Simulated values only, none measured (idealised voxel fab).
Herein follows the process module entitled voxel wiring stack.
Cross-section cut: width 250 nm, square cells of 5 nm.
Square cells in a grid make up a cross-section in this document, and the grid is given as bands, listed from the top down, each one or more rows of cells. First you get the band's top height and its bottom height, in nm, and then the materials it's made of, left to right, with each width in nm. If you see a single material with "all across", that one covers the band edge to edge. "air" is empty space. For the purposes of this specification, 0 denotes the height below which the wafer in its as-received condition is composed wholly of one material, and the lowermost band, lacking a lower limit, extends downward without end, as expressed in "0 -> down". Width: "30->40" (first number = top row, second number = bottom row, same change from row to row of cells). "nothing got changed" for a step: no cell of the cross-section changed in that step. In "Unvented cavities" the enclosed voids are listed, meaning empty spaces of 8 cells or larger without any opening to the top. The form is width x height at distance, distance from the left edge, units nm. On a step's line, text after the settings is the simulator commenting on that step. A step line may carry the setting "overlay nm", which, for steps involving a mask, states the distance by which the mask lay to the right of its intended position; negative values denote displacement to the left. From here on the document is pairs. In a pair, the cross-section before one process step comes with the cross-section after it, and the latter goes no deeper than the lowest band that changed. What lies in between, the step and its settings, is written under the pair. A pair may be from a different run of this module on the same starting wafer than the pair above it, so it continues from that pair only where its entry headed "Before the process" says so.
Before the process:
* 140 -> 125 = 35 aC, then 30 air, then 20 aC, then 30 air, then 20 aC, then 30 air, then 20 aC, then 30 air, then 35 aC
* 125 -> 110 = 35 SiO2, then 30 air, then 20 SiO2, then 30 air, then 20 SiO2, then 30 air, then 20 SiO2, then 30 air, then 35 SiO2
* 110 -> 105 = SiN all across
* 105 -> 95 = 35 lowk, then 15 Ru, then 35 lowk, then 15 Ru, then 35 lowk, then 15 Ru, then 35 lowk, then 15 Ru, then 50 lowk
* 95 -> 90 = 35 SiCN, then 15 Ru, then 35 SiCN, then 15 Ru, then 35 SiCN, then 15 Ru, then 35 SiCN, then 15 Ru, then 50 SiCN
* 90 -> 70 = 35 SiO2, then 5 TiN, then 20 Cu, then 5 TiN, then 20 SiO2, then 5 TiN, then 20 Cu, then 5 TiN, then 20 SiO2, then 5 TiN, then 20 Cu, then 5 TiN, then 20 SiO2, then 5 TiN, then 20 Cu, then 5 TiN, then 35 SiO2
* 70 -> 65 = 35 SiCN, then 30 TiN, then 20 SiCN, then 30 TiN, then 20 SiCN, then 30 TiN, then 20 SiCN, then 30 TiN, then 35 SiCN
* 65 -> 50 = 30 W, then 5 TiN, then 15 lowk, then 5 TiN, then 25 W, then 5 TiN, then 15 lowk, then 5 TiN, then 25 W, then 5 TiN, then 15 lowk, then 5 TiN, then 25 W, then 5 TiN, then 15 lowk, then 5 TiN, then 45 W
* 50 -> 45 = 35 TiN, then 15 SiCN, then 35 TiN, then 15 SiCN, then 35 TiN, then 15 SiCN, then 35 TiN, then 15 SiCN, then 50 TiN
* 45 -> 20 = 35 lowk, then 5 TiN, then 20 Cu, then 5 TiN, then 20 lowk, then 5 TiN, then 20 Cu, then 5 TiN, then 20 lowk, then 5 TiN, then 20 Cu, then 5 TiN, then 20 lowk, then 5 TiN, then 20 Cu, then 5 TiN, then 35 lowk
* 20 -> 15 = 35 SiN, then 30 TiN, then 20 SiN, then 30 TiN, then 20 SiN, then 30 TiN, then 20 SiN, then 30 TiN, then 35 SiN
* 15 -> 0 = SiO2 all across
* 0 -> down = Si all across
* Unvented cavities: none
State After Step:
* 140 -> 125 = 35 aC, then 30 air, then 20 aC, then 30 air, then 20 aC, then 30 air, then 20 aC, then 30 air, then 35 aC
* 125 -> 110 = 35 SiO2, then 30 air, then 20 SiO2, then 30 air, then 20 SiO2, then 30 air, then 20 SiO2, then 30 air, then 35 SiO2
* 110 -> 105 = 35 SiN, then 30 air, then 20 SiN, then 30 air, then 20 SiN, then 30 air, then 20 SiN, then 30 air, then 35 SiN
* Under 105: no change, same as before.
* Unvented cavities: none
Looking at the two cross-sections above, the step in the middle is DIRECTIONAL_ETCH | etch materials SiN | depth nm 5
Before the process: The pre-step condition corresponds to the post-step cross-section depicted in the pair directly above.
State After Step:
* 125 -> 110 = 35 SiO2, then 30 air, then 20 SiO2, then 30 air, then 20 SiO2, then 30 air, then 20 SiO2, then 30 air, then 35 SiO2
* Under 110: no change, same as before.
* Unvented cavities: none
Looking at the two cross-sections above, the step in the middle is STRIP | etch materials aC
Before the process: The pre-step condition corresponds to the post-step cross-section depicted in the pair directly above.
State After Step:
* 130 -> 125 = 40 TiN, then 20 air, then 30 TiN, then 20 air, then 30 TiN, then 20 air, then 30 TiN, then 20 air, then 40 TiN
* 125 -> 110 = 35 SiO2, then 5 TiN, then 20 air, then 5 TiN, then 20 SiO2, then 5 TiN, then 20 air, then 5 TiN, then 20 SiO2, then 5 TiN, then 20 air, then 5 TiN, then 20 SiO2, then 5 TiN, then 20 air, then 5 TiN, then 35 SiO2
* 110 -> 105 = 35 SiN, then 30 TiN, then 20 SiN, then 30 TiN, then 20 SiN, then 30 TiN, then 20 SiN, then 30 TiN, then 35 SiN
* Under 105: no change, same as before.
* Unvented cavities: none
Looking at the two cross-sections above, the step in the middle is CONFORMAL_DEP | material TiN | thk nm 5
Before the process: The pre-step condition corresponds to the post-step cross-section depicted in the pair directly above.
State After Step:
* 135 -> 130 = Cu all across
* 130 -> 125 = 40 TiN, then 20 Cu, then 30 TiN, then 20 Cu, then 30 TiN, then 20 Cu, then 30 TiN, then 20 Cu, then 40 TiN
* 125 -> 110 = 35 SiO2, then 5 TiN, then 20 Cu, then 5 TiN, then 20 SiO2, then 5 TiN, then 20 Cu, then 5 TiN, then 20 SiO2, then 5 TiN, then 20 Cu, then 5 TiN, then 20 SiO2, then 5 TiN, then 20 Cu, then 5 TiN, then 35 SiO2
* Under 110: no change, same as before.
* Unvented cavities: none
Looking at the two cross-sections above, the step in the middle is FILL_DEP | material Cu | thk nm 5
Before the process: The pre-step condition corresponds to the post-step cross-section depicted in the pair directly above.
State After Step:
* 125 -> 110 = 35 SiO2, then 5 TiN, then 20 Cu, then 5 TiN, then 20 SiO2, then 5 TiN, then 20 Cu, then 5 TiN, then 20 SiO2, then 5 TiN, then 20 Cu, then 5 TiN, then 20 SiO2, then 5 TiN, then 20 Cu, then 5 TiN, then 35 SiO2
* Under 110: no change, same as before.
* Unvented cavities: none
Looking at the two cross-sections above, the step in the middle is CMP | height nm 125
Before the process: The pre-step condition corresponds to the post-step cross-section depicted in the pair directly above.
State After Step:
* 130 -> 125 = 30 air, then 40 Ru, then 10 air, then 40 Ru, then 10 air, then 40 Ru, then 10 air, then 40 Ru, then 30 air
* Under 125: no change, same as before.
* Unvented cavities: none
Looking at the two cross-sections above, the step in the middle is EPI | material Ru | thk nm 5
Before the process: The pre-step condition corresponds to the post-step cross-section depicted in the pair directly above.
State After Step:
* 135 -> 130 = SiCN all across
* 130 -> 125 = 30 SiCN, then 40 Ru, then 10 SiCN, then 40 Ru, then 10 SiCN, then 40 Ru, then 10 SiCN, then 40 Ru, then 30 SiCN
* Under 125: no change, same as before.
* Unvented cavities: none
Looking at the two cross-sections above, the step in the middle is FILL_DEP | material SiCN | thk nm 5
